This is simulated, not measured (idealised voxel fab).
process module | voxel self aligned contacts
cross-section cut | 200 nm wide | cells 5 nm
A cross-section is a grid of square cells, given in bands from the top down. A band is one or more rows of cells.
Each band's line starts with the height of the band's top and of its bottom, in nm. Then come its materials from left to right, each with its width in nm. One material with "throughout" fills the band from edge to edge. "air" is empty space.
Height 0 is the level under which the wafer as received is all one material. The lowest band goes on downwards, as in "0 down".
A width such as "30 to 40" changes by the same amount from each row of cells to the next, from the band's top row to its bottom row.
"no change" after a step means that no cell of the cross-section changed.
closed voids: empty space of 8 cells or more with no open way to the top, each as width x height at its distance from the left edge, in nm
after a step's settings: what the simulator itself notes on the step
overlay nm, on a step with a mask: how far to the right of its planned place the mask lay; to the left if negative
plan
1 op RECEIVE | material Si
2 op OXIDIZE | depth nm 5
3 op DIRECTIONAL_DEP | material polySi | thk nm 25
4 op DIRECTIONAL_DEP | material SiN | thk nm 20
5 op DIRECTIONAL_DEP | material aC | thk nm 10
6 op PATTERN | tone cover | mask id GATE | material resist | width nm 30 | pitch nm 65 | thk nm 30 | overlay nm 0
7 op DIRECTIONAL_ETCH | etch materials aC | depth nm 10
8 op STRIP | etch materials resist
9 op DIRECTIONAL_ETCH | etch materials SiN | depth nm 20
10 op DIRECTIONAL_ETCH | etch materials polySi | depth nm 25
11 op STRIP | etch materials aC
12 op CONFORMAL_DEP | material SiN | thk nm 10
13 op DIRECTIONAL_ETCH | etch materials SiN | depth nm 10
14 op FILL_DEP | material SiO2 | thk nm 15
15 op CMP | height nm 55
16 op DIRECTIONAL_DEP | material aC | thk nm 15
17 op PATTERN | tone open | mask id CONTACT | material resist | width nm 45 | thk nm 30 | overlay nm 0
18 op DIRECTIONAL_ETCH | etch materials aC | depth nm 15
19 op STRIP | etch materials resist
20 op DIRECTIONAL_ETCH | etch materials SiO2 | depth nm 60
21 op STRIP | etch materials aC
22 op CONFORMAL_DEP | material TiN | thk nm 5
23 op FILL_DEP | material Ru | thk nm 5
24 op CMP | height nm 55
25 op CONFORMAL_DEP | material SiCN | thk nm 5
as received, after step 1
  0 down: Si throughout
  closed voids: none
a wafer at the end: this start, this plan, one mistake
  60 to 55: SiCN throughout
  55 to 45: SiO2 75 | TiN 5 to 20 | Ru 35 to 5 | TiN 5 to 20 | SiO2 80
  45 to 25: SiO2 40 | SiN 50 | TiN 5 | Ru 5 | TiN 5 | SiN 50 | SiO2 45
  25 to 15: SiO2 40 | SiN 10 | polySi 30 | SiN 10 | TiN 5 | Ru 5 | TiN 5 | SiN 10 | polySi 30 | SiN 10 | SiO2 45
  15 to 10: SiO2 40 | SiN 10 | polySi 30 | SiN 10 | TiN 15 | SiN 10 | polySi 30 | SiN 10 | SiO2 45
  10 to 0: SiN 50 | polySi 30 | SiN 35 | polySi 30 | SiN 55
  0 to -5: SiO2 throughout
  -5 down: Si throughout
  closed voids: none
what went wrong: steps 12 and 13 were swapped
